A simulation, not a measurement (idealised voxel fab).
process module | voxel double patterning
Displayed cross-section: cut, width of 265 nm, square cells sized 5 nm.
Cross-section format: a grid of square cells, given as bands from top to bottom; each band is one or more rows of cells. Top, bottom (nm), then materials left to right with widths (nm); lone material tagged "full width" fills the whole band edge to edge; "blank" = empty space. Note: height 0 marks the level under which the wafer is uniformly one material as received. Lowest band unbounded below, written "top 0, no bottom". A width such as "30->40" changes by the same amount from each row of cells to the next, from the band's top row to its bottom row. Basically "no alterations made" means that step didn't change any cell in the cross-section. You'll see "Enclosed empty spaces" listing empty spaces that have no way open to the top, as long as they're 8 cells or more; the notation is width x height at distance, where the distance is from the left edge, and all of it is in nm. Heads up: the bit after the settings on a step's line is the simulator's remark on that step. "overlay nm" denotes, for a step that has a mask, the displacement of the mask to the right of its planned place, with negative values corresponding to the left.

# So here's the lineup of process steps we planned
1. op RECEIVE | material Si
2. op CONFORMAL_DEP | material SiO2 | thk nm 10
3. op DIRECTIONAL_DEP | material polySi | thk nm 20
4. op DIRECTIONAL_DEP | material SiCN | thk nm 5
5. op DIRECTIONAL_DEP | material aC | thk nm 15
6. op PATTERN | tone open | mask id FIRST | material resist | width nm 15 | pitch nm 50 | thk nm 35 | overlay nm 0
7. op DIRECTIONAL_ETCH | etch materials aC | depth nm 15
8. op STRIP | etch materials resist
9. op DIRECTIONAL_ETCH | etch materials SiCN | depth nm 5
10. op STRIP | etch materials aC
11. op PATTERN | tone open | mask id SECOND | material resist | width nm 15 | thk nm 20 | overlay nm 0
12. op DIRECTIONAL_ETCH | etch materials SiCN | depth nm 5
13. op STRIP | etch materials resist
14. op DIRECTIONAL_ETCH | etch materials polySi | depth nm 20
15. op STRIP | etch materials SiCN

# As-received wafer cross-section (after step 1)
top 0, no bottom = Si full width
Enclosed empty spaces: none

# first wafer at the end, as planned
top 30, bottom 10 = 100 polySi  15 blank  10 polySi  15 blank  10 polySi  15 blank  100 polySi
top 10, bottom 0 = SiO2 full width
top 0, no bottom = Si full width
Enclosed empty spaces: none

# Wafer two (of two), end-of-module cross-section: start = wafer one, plan = wafer one, one run mistake
top 30, bottom 10 = 100 polySi  15 blank  10 polySi  15 blank  10 polySi  15 blank  100 polySi
top 10, bottom 0 = polySi full width
top 0, no bottom = Si full width
Enclosed empty spaces: none
what went wrong: step 2 did not happen as planned, as run it was op CONFORMAL_DEP | material polySi | thk nm 10
Per the end-of-run cell counts, the second wafer holds more or fewer of some materials than the first: SiO2 -106 | polySi +106
